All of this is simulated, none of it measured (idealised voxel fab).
The name of this process module is voxel transistor to metal.
Cross-sectional view cut (width: 140 nm; square cell size: 5 nm).
How to read a cross-section here: the picture is a grid of square cells, written as bands going from the top down, and any band can span one or more rows of cells.
A band entry consists of two parts. The first gives the height of the band's top and the height of its bottom, in nm. The rest lists the band's materials from left to right, each with its width in nm. A single material labelled with the word "everywhere" fills the band from edge to edge, and the word "blank" marks empty space.
For the purposes of this specification, 0 denotes the height below which the wafer in its as-received condition is composed wholly of one material, and the lowermost band, lacking a lower limit, extends downward without end, as expressed in "top 0, no bottom".
The width entry "30->40" should be interpreted row by row: the top row of cells in the band takes the first number, the bottom row takes the second number, and the change between adjacent rows is uniform throughout.
Where the words "nothing was modified" appear for a step, the cross-section shows no cell changed by that step; every cell remained as before.
The label "Completely sealed voids" introduces a list of the empty spaces, 8 cells or larger, that have no open way up to the top; each entry in it reads width x height at distance, where the distance is taken from the left edge and all three are stated in nm.
Past the settings on a step's line: simulator remark, on that step.
The "overlay nm" setting may appear on a step's line; for a step that uses a mask, it gives how far to the right of its planned position the mask lay, and a negative value indicates the left.

Process steps (planned):
1 RECEIVE (material Si)
2 OXIDIZE (depth nm 5)
3 CONFORMAL_DEP (material SiN; thk nm 15)
4 MASKED_ETCH (tone cover; mask id ACTIVE; width nm 110; etch materials SiN; depth nm 15; overlay nm 0)
5 MASKED_ETCH (tone cover; mask id ACTIVE; width nm 110; etch materials SiO2; depth nm 5; overlay nm 0)
6 MASKED_ETCH (tone cover; mask id ACTIVE; width nm 110; etch materials Si; depth nm 35; overlay nm 0)
7 FILL_DEP (material SiO2; thk nm 5)
8 CMP (height nm 15)
9 SELECTIVE_ETCH (etch materials SiO2; depth nm 10)
10 STRIP (etch materials SiN)
11 SELECTIVE_ETCH (etch materials SiO2; depth nm 5)
12 OXIDIZE (depth nm 5)
13 DIRECTIONAL_DEP (material polySi; thk nm 30)
14 DIRECTIONAL_DEP (material SiCN; thk nm 15)
15 DIRECTIONAL_DEP (material aC; thk nm 10)
16 PATTERN (tone cover; mask id GATE; material resist; width nm 20; thk nm 25; overlay nm 0)
17 DIRECTIONAL_ETCH (etch materials aC; depth nm 10)
18 STRIP (etch materials resist)
19 DIRECTIONAL_ETCH (etch materials SiCN; depth nm 25)
20 DIRECTIONAL_ETCH (etch materials polySi; depth nm 40)
21 STRIP (etch materials aC)
22 CONFORMAL_DEP (material SiO2; thk nm 5)
23 DIRECTIONAL_ETCH (etch materials SiO2; depth nm 5)
24 CONFORMAL_DEP (material SiN; thk nm 5)
25 DIRECTIONAL_ETCH (etch materials SiN; depth nm 5)
26 DIRECTIONAL_ETCH (etch materials SiO2; depth nm 5)
27 DIRECTIONAL_ETCH (etch materials Si; depth nm 10)
28 EPI (material SiGe; thk nm 15)
29 FILL_DEP (material SiO2; thk nm 5)
30 CMP (height nm 40)
31 DIRECTIONAL_DEP (material SiO2; thk nm 15)
32 DIRECTIONAL_DEP (material aC; thk nm 15)
33 PATTERN (tone open; mask id CONTACT; material resist; width nm 20; pitch nm 80; thk nm 30; overlay nm 0)
34 DIRECTIONAL_ETCH (etch materials aC; depth nm 15)
35 STRIP (etch materials resist)
36 DIRECTIONAL_ETCH (etch materials SiO2; depth nm 50)
37 STRIP (etch materials aC)
38 CONFORMAL_DEP (material TiN; thk nm 5)
39 FILL_DEP (material Ru; thk nm 10)
40 CMP (height nm 55)
41 CONFORMAL_DEP (material SiCN; thk nm 5)
42 DIRECTIONAL_DEP (material SiO2; thk nm 15)
43 DIRECTIONAL_DEP (material aC; thk nm 15)
44 PATTERN (tone open; mask id METAL_1; material resist; width nm 20; pitch nm 80; thk nm 35; overlay nm 0)
45 DIRECTIONAL_ETCH (etch materials aC; depth nm 15)
46 STRIP (etch materials resist)
47 DIRECTIONAL_ETCH (etch materials SiO2; depth nm 15)
48 DIRECTIONAL_ETCH (etch materials SiCN; depth nm 5)
49 STRIP (etch materials aC)
50 CONFORMAL_DEP (material TiN; thk nm 5)
51 FILL_DEP (material W; thk nm 10)
52 CMP (height nm 75)
53 CONFORMAL_DEP (material SiCN; thk nm 5)

Cross-section of the wafer at receipt, which is the condition after step 1:
- top 0, no bottom | Si everywhere
- Completely sealed voids: none

Cross-section at module end, one run error; start and plan unchanged from above:
- top 80, bottom 75 | SiCN everywhere
- top 75, bottom 60 | 20 of SiO2, then 5 of TiN, then 10 of W, then 5 of TiN, then 60 of SiO2, then 5 of TiN, then 10 of W, then 5 of TiN, then 20 of SiO2
- top 60, bottom 55 | 20 of SiCN, then 20 of TiN, then 60 of SiCN, then 20 of TiN, then 20 of SiCN
- top 55, bottom 40 | 20 of SiO2, then 5 of TiN, then 10 of Ru, then 5 of TiN, then 60 of SiO2, then 5 of TiN, then 10 of Ru, then 5 of TiN, then 20 of SiO2
- top 40, bottom 25 | 20 of SiO2, then 5 of TiN, then 10 of Ru, then 5 of TiN, then 15 of SiO2, then 5 of SiN, then 20 of SiCN, then 5 of SiN, then 15 of SiO2, then 5 of TiN, then 10 of Ru, then 5 of TiN, then 20 of SiO2
- top 25, bottom 10 | 20 of SiO2, then 5 of TiN, then 10 of Ru, then 5 of TiN, then 15 of SiO2, then 5 of SiN, then 20 of polySi, then 5 of SiN, then 15 of SiO2, then 5 of TiN, then 10 of Ru, then 5 of TiN, then 20 of SiO2
- top 10, bottom 5 | 20 of SiO2, then 20 of TiN, then 15 of SiO2, then 5 of SiN, then 20 of polySi, then 5 of SiN, then 15 of SiO2, then 20 of TiN, then 20 of SiO2
- top 5, bottom -5 | 40 of SiO2, then 15 of SiGe, then 5 of SiN, then 20 of polySi, then 5 of SiN, then 15 of SiGe, then 40 of SiO2
- top -5, bottom -10 | 10 of SiO2, then 5 of SiN, then 40 of SiGe, then 5 of SiN, then 20 of SiO2, then 5 of SiN, then 40 of SiGe, then 5 of SiN, then 10 of SiO2
- top -10, bottom -20 | 15 of SiO2, then 40 of SiGe, then 30 of Si, then 40 of SiGe, then 15 of SiO2
- top -20, bottom -40 | 15 of SiO2, then 110 of Si, then 15 of SiO2
- top -40, no bottom | Si everywhere
- Completely sealed voids: none
Where did the run depart from the plan? skipped: plan step 22 (never run)
